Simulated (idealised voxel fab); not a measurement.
Module name: voxel wiring stack (process module)
cross-section cut | 205 nm wide | cells 5 nm
Just so we're on the same page, the cross-sections are grids of square cells, and they're listed out in bands top to bottom, each band one or more rows deep. Quick guide to a band line: top height, bottom height (nm) up front; then every material left to right with its width in nm. Only one material and it's marked "full width"? Then it fills the band edge to edge. And "air" just means empty space. Note: height 0 marks the level under which the wafer is uniformly one material as received. Lowest band unbounded below, written "top 0, no bottom". Top row gets the first number, bottom row gets the second, and each row in between changes by the same step: that is how a band width like "30..40" works. You'll sometimes find "same as before" written for a step, and that's the way of saying that nowhere in the cross-section did a cell change during that step. So "Enclosed internal cavities" is basically the list of trapped voids: any empty space of 8 cells or more that can't reach the top through an opening. They're written width x height at distance, the distance being from the left edge, and it's all nm. It should be noted that, on the line of a given step, the content following the step's settings is a remark produced by the simulator itself with respect to that step. "overlay nm", when on a step's line for a step with a mask, measures how far to the right of its planned place the mask lay; a negative measure means to the left.
Plan:
1,op RECEIVE | material Si
2,op CONFORMAL_DEP | material SiO2 | thk nm 15
3,op DIRECTIONAL_DEP | material TiN | thk nm 5
4,op DIRECTIONAL_DEP | material W | thk nm 15
5,op MASKED_ETCH | tone cover | mask id METAL_1 | width nm 30 | pitch nm 60 | etch materials W | depth nm 15 | overlay nm 0
6,op MASKED_ETCH | tone cover | mask id METAL_1 | width nm 30 | pitch nm 60 | etch materials TiN | depth nm 5 | overlay nm 0
7,op CONFORMAL_DEP | material SiN | thk nm 5
8,op FILL_DEP | material lowk | thk nm 10
9,op CMP | height nm 35
10,op CONFORMAL_DEP | material SiCN | thk nm 5
11,op DIRECTIONAL_DEP | material SiO2 | thk nm 20
12,op DIRECTIONAL_DEP | material aC | thk nm 10
13,op PATTERN | tone open | mask id PLUG_1 | material resist | width nm 15 | pitch nm 60 | thk nm 25 | overlay nm 0
14,op DIRECTIONAL_ETCH | etch materials aC | depth nm 10
15,op STRIP | etch materials resist
16,op DIRECTIONAL_ETCH | etch materials SiO2 | depth nm 20
17,op DIRECTIONAL_ETCH | etch materials SiCN | depth nm 5
18,op STRIP | etch materials aC
19,op EPI | material Ru | thk nm 10
20,op EPI | material Ru | thk nm 10
21,op EPI | material Ru | thk nm 5
22,op DIRECTIONAL_DEP | material TiN | thk nm 5
23,op DIRECTIONAL_DEP | material Ru | thk nm 15
24,op PATTERN | tone cover | mask id METAL_2 | material resist | width nm 30 | pitch nm 60 | thk nm 20 | overlay nm 0
25,op DIRECTIONAL_ETCH | etch materials Ru | depth nm 15
26,op DIRECTIONAL_ETCH | etch materials TiN | depth nm 5
27,op STRIP | etch materials resist
28,op CONFORMAL_DEP | material SiCN | thk nm 5
29,op FILL_DEP | material lowk | thk nm 5
30,op CMP | height nm 80
31,op CONFORMAL_DEP | material SiCN | thk nm 5
Cross-section: wafer on arrival = after step 1:
- top 0, no bottom: Si full width
- Enclosed internal cavities: none
The module was run from the start shown above using the plan shown above, but one mistake was made doing it; the resulting wafer cross-section is below:
- top 85, bottom 80: SiCN full width
- top 80, bottom 75: SiCN 25 nm; TiN 30 nm; SiCN 30 nm; TiN 30 nm; SiCN 30 nm; TiN 30 nm; SiCN 30 nm
- top 75, bottom 60: Ru full width
- top 60, bottom 40: SiO2 25 nm; Ru 15 nm; SiO2 45 nm; Ru 15 nm; SiO2 45 nm; Ru 15 nm; SiO2 45 nm
- top 40, bottom 35: SiCN 25 nm; Ru 15 nm; SiCN 45 nm; Ru 15 nm; SiCN 45 nm; Ru 15 nm; SiCN 45 nm
- top 35, bottom 20: lowk 20 nm; SiN 5 nm; W 30 nm; SiN 5 nm; lowk 20 nm; SiN 5 nm; W 30 nm; SiN 5 nm; lowk 20 nm; SiN 5 nm; W 30 nm; SiN 5 nm; lowk 25 nm
- top 20, bottom 15: SiN 25 nm; TiN 30 nm; SiN 30 nm; TiN 30 nm; SiN 30 nm; TiN 30 nm; SiN 30 nm
- top 15, bottom 0: SiO2 full width
- top 0, no bottom: Si full width
- Enclosed internal cavities: none
In executing the process, a mistake was made relative to the plan: swap of plan steps 22 and 23 during execution
